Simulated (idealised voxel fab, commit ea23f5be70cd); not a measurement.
The process module that follows is named voxel air gaps.
Square cell edge 5 nm, section width 150 nm, ID cut.
Cross-section spec: square-cell grid; bands listed top down; each band is one or more rows.
Basically the band line says how high the top is and how high the bottom is, in nm, and then what's in it from left to right, every material with its width in nm. Empty space shows up as "air", and if a single material carries "throughout" it runs the full band edge to edge.
Zero point of the height axis is 0; under it, received wafer = one material. Lowest band: continues down indefinitely, "z 0 and below".
A width such as "30..40" changes by the same amount from each row of cells to the next, from the band's top row to its bottom row.
For the purposes of this document, the phrase "nothing altered" attached to a step denotes that no cell within the cross-section was modified by that step.
"Closed cavity list" specifies each empty space that is not open to the top and that occupies no fewer than 8 cells, using the form width x height at distance, the distance measured from the left edge and all three quantities in nm.
Where a step's line continues beyond its settings, the continuation is a remark by the simulator itself on that step.
On any step carrying a mask, the "overlay nm" setting, if present on the step's line, tells how far right of its planned place the mask lay; negative values point to the left.

### The process steps that were planned are listed below
step 1: RECEIVE (material Si)
step 2: CONFORMAL_DEP (material SiO2; thk nm 10)
step 3: CONFORMAL_DEP (material SiN; thk nm 5)
step 4: DIRECTIONAL_DEP (material SiO2; thk nm 30)
step 5: MASKED_ETCH (tone open; mask id LINES; width nm 15; pitch nm 45; etch materials SiO2; depth nm 30; overlay nm 0)
step 6: CONFORMAL_DEP (material TiN; thk nm 5)
step 7: FILL_DEP (material Ru; thk nm 10)
step 8: CMP (height nm 45)
step 9: EPI (material Ru; thk nm 10)
step 10: SELECTIVE_ETCH (etch materials SiO2; depth nm 40)
step 11: CONFORMAL_DEP (material SiN; thk nm 5)

### On the first of the two wafers: run conducted according to plan

### So this is the incoming wafer in cross-section - it's already been through step 1
> z 0 and below  Si throughout
> Closed cavity list: none

### Cross-section of the wafer after step 2
> z 10 to 0  SiO2 throughout
> Whatever lies below 0 is exactly as it was before.

### Cross-section of the wafer after step 3
> z 15 to 10  SiN throughout
> Whatever lies below 10 is exactly as it was before.

### Cross-section of the wafer after step 4
> z 45 to 15  SiO2 throughout
> Whatever lies below 15 is exactly as it was before.

### Cross-section of the wafer after step 5
> z 45 to 15  SiO2: 20, air: 15, SiO2: 30, air: 15, SiO2: 30, air: 15, SiO2: 25
> Whatever lies below 15 is exactly as it was before.

### Cross-section of the wafer after step 6
> z 50 to 45  TiN: 25, air: 5, TiN: 40, air: 5, TiN: 40, air: 5, TiN: 30
> z 45 to 20  SiO2: 20, TiN: 5, air: 5, TiN: 5, SiO2: 30, TiN: 5, air: 5, TiN: 5, SiO2: 30, TiN: 5, air: 5, TiN: 5, SiO2: 25
> z 20 to 15  SiO2: 20, TiN: 15, SiO2: 30, TiN: 15, SiO2: 30, TiN: 15, SiO2: 25
> Whatever lies below 15 is exactly as it was before.

### Cross-section of the wafer after step 7
> z 60 to 50  Ru throughout
> z 50 to 45  TiN: 25, Ru: 5, TiN: 40, Ru: 5, TiN: 40, Ru: 5, TiN: 30
> z 45 to 20  SiO2: 20, TiN: 5, Ru: 5, TiN: 5, SiO2: 30, TiN: 5, Ru: 5, TiN: 5, SiO2: 30, TiN: 5, Ru: 5, TiN: 5, SiO2: 25
> Whatever lies below 20 is exactly as it was before.

### Cross-section of the wafer after step 8
> z 45 to 20  SiO2: 20, TiN: 5, Ru: 5, TiN: 5, SiO2: 30, TiN: 5, Ru: 5, TiN: 5, SiO2: 30, TiN: 5, Ru: 5, TiN: 5, SiO2: 25
> Whatever lies below 20 is exactly as it was before.

### Cross-section of the wafer after step 9
> z 55 to 45  air: 10, Ru: 35, air: 10, Ru: 35, air: 10, Ru: 35, air: 15
> Whatever lies below 45 is exactly as it was before.

### Cross-section of the wafer after step 10
> z 55 to 45  air: 10, Ru: 35, air: 10, Ru: 35, air: 10, Ru: 35, air: 15
> z 45 to 20  air: 20, TiN: 5, Ru: 5, TiN: 5, air: 30, TiN: 5, Ru: 5, TiN: 5, air: 30, TiN: 5, Ru: 5, TiN: 5, air: 25
> z 20 to 15  air: 20, TiN: 15, air: 30, TiN: 15, air: 30, TiN: 15, air: 25
> Whatever lies below 15 is exactly as it was before.

### Cross-section of the wafer after step 11
> z 60 to 55  air: 5, SiN: 135, air: 10
> z 55 to 45  air: 5, SiN: 5, Ru: 35, SiN: 10, Ru: 35, SiN: 10, Ru: 35, SiN: 5, air: 10
> z 45 to 40  air: 5, SiN: 15, TiN: 5, Ru: 5, TiN: 5, SiN: 30, TiN: 5, Ru: 5, TiN: 5, SiN: 30, TiN: 5, Ru: 5, TiN: 5, SiN: 15, air: 10
> z 40 to 20  air: 15, SiN: 5, TiN: 5, Ru: 5, TiN: 5, SiN: 5, air: 20, SiN: 5, TiN: 5, Ru: 5, TiN: 5, SiN: 5, air: 20, SiN: 5, TiN: 5, Ru: 5, TiN: 5, SiN: 5, air: 20
> z 20 to 15  SiN: 20, TiN: 15, SiN: 30, TiN: 15, SiN: 30, TiN: 15, SiN: 25
> Whatever lies below 15 is exactly as it was before.
> Closed cavity list: 20 x 20 at 40; 20 x 20 at 85

### Wafer two: like wafer one in start and plan, but with one mistake in execution; identical up to and including step 10

### Second wafer profile in section, at the moment step 11 of the plan was meant to be complete
> z 60 to 55  air: 5, TiN: 135, air: 10
> z 55 to 45  air: 5, TiN: 5, Ru: 35, TiN: 10, Ru: 35, TiN: 10, Ru: 35, TiN: 5, air: 10
> z 45 to 40  air: 5, TiN: 20, Ru: 5, TiN: 40, Ru: 5, TiN: 40, Ru: 5, TiN: 20, air: 10
> z 40 to 20  air: 15, TiN: 10, Ru: 5, TiN: 10, air: 20, TiN: 10, Ru: 5, TiN: 10, air: 20, TiN: 10, Ru: 5, TiN: 10, air: 20
> z 20 to 15  TiN throughout
> Whatever lies below 15 is exactly as it was before.
> Closed cavity list: 20 x 20 at 40; 20 x 20 at 85
Against the plan, the run slipped here: not per plan at step 11, really ran CONFORMAL_DEP (material TiN; thk nm 5)
End of process, cell counts, second wafer against first, materials with more or fewer: -102 SiN | +102 TiN
